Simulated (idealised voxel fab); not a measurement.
Name of the process module below: voxel capacitor over wiring
For reference, the cross-section in this document is cut, with width 160 nm and square cells of 5 nm.
Cross-section format: a grid of square cells, given as bands from top to bottom; each band is one or more rows of cells.
Each band's line starts with the height of the band's top and of its bottom, in nm. Then come its materials from left to right, each with its width in nm. One material with "all across" fills the band from edge to edge. "air" is empty space.
Height 0 is the level under which the wafer as received is all one material. The lowest band goes on downwards, as in "from 0 down".
You'd read "30 to 40" like this: the band's top row of cells is as wide as the first number, its bottom row is as wide as the second, and going down, every row changes width by the same amount as the row before did.
Step note "nothing different" = no cross-section cell changed.
In "Trapped voids" the enclosed voids are listed, meaning empty spaces of 8 cells or larger without any opening to the top. The form is width x height at distance, distance from the left edge, units nm.
Read whatever lies past the settings on a step's line as the simulator's own remark about the step.
You can add "overlay nm" to a step's line. For a step with a mask, it describes how far the mask lay to the right of its planned position, and a negative number describes a lay to the left.

THESE ARE THE STEPS WE PLANNED FOR THE PROCESS
1. RECEIVE [material Si]
2. CONFORMAL_DEP [material SiO2] [thk nm 10]
3. DIRECTIONAL_DEP [material TiN] [thk nm 5]
4. DIRECTIONAL_DEP [material Ru] [thk nm 20]
5. PATTERN [tone cover] [mask id METAL_1] [material resist] [width nm 25] [pitch nm 75] [thk nm 15] [overlay nm 0]
6. DIRECTIONAL_ETCH [etch materials Ru] [depth nm 20]
7. DIRECTIONAL_ETCH [etch materials TiN] [depth nm 5]
8. STRIP [etch materials resist]
9. CONFORMAL_DEP [material SiCN] [thk nm 5]
10. FILL_DEP [material lowk] [thk nm 10]
11. CMP [height nm 35]
12. CONFORMAL_DEP [material SiCN] [thk nm 5]
13. DIRECTIONAL_DEP [material lowk] [thk nm 10]
14. PATTERN [tone open] [mask id PLUG_1] [material resist] [width nm 15] [thk nm 15] [overlay nm 0]
15. DIRECTIONAL_ETCH [etch materials lowk] [depth nm 10]
16. DIRECTIONAL_ETCH [etch materials SiCN] [depth nm 5]
17. STRIP [etch materials resist]
18. CONFORMAL_DEP [material TiN] [thk nm 5]
19. FILL_DEP [material Cu] [thk nm 5]
20. CMP [height nm 50]
21. DIRECTIONAL_DEP [material TiN] [thk nm 5]
22. DIRECTIONAL_DEP [material Al2O3] [thk nm 5]
23. DIRECTIONAL_DEP [material TiN] [thk nm 10]
24. MASKED_ETCH [tone cover] [mask id UPPER_PLATE] [width nm 55] [etch materials TiN] [depth nm 10] [overlay nm 0]
25. MASKED_ETCH [tone cover] [mask id UPPER_PLATE] [width nm 55] [etch materials Al2O3] [depth nm 5] [overlay nm 0]
26. MASKED_ETCH [tone cover] [mask id LOWER_PLATE] [width nm 65] [etch materials TiN] [depth nm 5] [overlay nm 0]
27. FILL_DEP [material SiO2] [thk nm 15]
28. CMP [height nm 80]
29. DIRECTIONAL_DEP [material aC] [thk nm 15]
30. PATTERN [tone open] [mask id PLUG_2] [material resist] [width nm 15] [thk nm 35] [overlay nm 0]
31. DIRECTIONAL_ETCH [etch materials aC] [depth nm 15]
32. STRIP [etch materials resist]
33. DIRECTIONAL_ETCH [etch materials SiO2] [depth nm 10]
34. STRIP [etch materials aC]
35. CONFORMAL_DEP [material TiN] [thk nm 5]
36. FILL_DEP [material Cu] [thk nm 10]
37. CMP [height nm 80]
38. CONFORMAL_DEP [material SiCN] [thk nm 5]

CROSS-SECTIONAL VIEW OF THE WAFER IN ITS AS-RECEIVED CONDITION, CORRESPONDING TO THE STATE AFTER STEP 1
* from 0 down | Si all across
* Trapped voids: none

LOOK AT THE CROSS-SECTION AFTER THE MODULE: THE WAFER STARTED OUT THE WAY SHOWN ABOVE AND THE PLAN WAS THE ONE SHOWN ABOVE, YET ONE MISTAKE WAS MADE ALONG THE WAY
* from 85 to 80 | SiCN all across
* from 80 to 75 | SiO2: 50  TiN: 5  Cu: 5  TiN: 5  SiO2: 95
* from 75 to 70 | SiO2: 50  TiN: 15  SiO2: 95
* from 70 to 60 | SiO2: 40  TiN: 55  SiO2: 65
* from 60 to 55 | SiO2: 40  Al2O3: 55  SiO2: 65
* from 55 to 50 | SiO2: 35  TiN: 65  SiO2: 60
* from 50 to 40 | lowk: 40  TiN: 5  Cu: 5  TiN: 5  lowk: 105
* from 40 to 35 | SiCN: 40  TiN: 15  SiCN: 105
* from 35 to 15 | lowk: 25  SiCN: 5  Ru: 25  SiCN: 5  lowk: 40  SiCN: 5  Ru: 25  SiCN: 5  lowk: 25
* from 15 to 10 | SiCN: 30  TiN: 25  SiCN: 50  TiN: 25  SiCN: 30
* from 10 to 0 | Cu all across
* from 0 down | Si all across
* Trapped voids: none
Want to know what went wrong? the process deviated at step 2: the operation and settings actually run there were CONFORMAL_DEP [material Cu] [thk nm 10]
